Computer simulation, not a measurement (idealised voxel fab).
Proc. module: voxel plated lines
It is cross-section cut that appears here, measuring 180 nm in width, its square cells being 5 nm in size.
Square cells in a grid make up a cross-section in this document, and the grid is given as bands, listed from the top down, each one or more rows of cells. Heights first: top, then bottom, in nm. Then materials, left to right, each with a width in nm. "edge to edge" on a single material: fills the band edge to edge. "air": empty space. The level at which height equals 0 is the one under which the wafer, as it arrives, is entirely one material. No lower edge exists for the bottom band, which continues downward and is notated as in "top 0, no bottom". When a width is written as two numbers, as in "30->40", the first number is the width in the top row of cells of the band and the second is the width in its bottom row, and the width changes by the same amount from each row to the next. "changes: none" means the step left every cell of the cross-section as it was. This entry, "Enclosed empty spaces", enumerates those empty regions of no fewer than 8 cells that possess no open connection to the top. Each region is reported in the form width x height at distance, the distance being taken from the left edge, with all three quantities expressed in nm. Formally, on a step line, whatever follows the settings is a remark that the simulator itself makes on the step. What "overlay nm" on a step's line means: if the step has a mask, that mask lay this far to the right of its planned place, or, when the value is negative, to the left.

Set out below are the planned steps of the process:
1: op RECEIVE | material Si
2: op CONFORMAL_DEP | material SiN | thk nm 10
3: op DIRECTIONAL_DEP | material TiN | thk nm 5
4: op PATTERN | tone open | mask id LINES | material resist | width nm 15 | pitch nm 40 | thk nm 40 | overlay nm 0
5: op EPI | material Ru | thk nm 10
6: op EPI | material Ru | thk nm 10
7: op EPI | material Ru | thk nm 5
8: op STRIP | etch materials resist
9: op DIRECTIONAL_ETCH | etch materials TiN | depth nm 5
10: op CONFORMAL_DEP | material SiN | thk nm 10
The plan shows the width nm of step 4 as the first wafer had it; this setting differs between the wafers, which start out alike.

Step 1 complete: as-received cross-section of the first of several wafers:
- top 0, no bottom | Si edge to edge
- Enclosed empty spaces: none

Here is how to read the rows: every wafer has a row, and it shows the wafer at the end of the module, giving for each material how many cells were gained (+) or lost (-) since the wafer was received, then listing its closed voids:
width nm 15, +30 Ru, +192 SiN, +6 TiN, Enclosed empty spaces: none
width nm 20, +40 Ru, +192 SiN, +8 TiN, Enclosed empty spaces: none
width nm 25, +50 Ru, +186 SiN, +10 TiN, Enclosed empty spaces: none
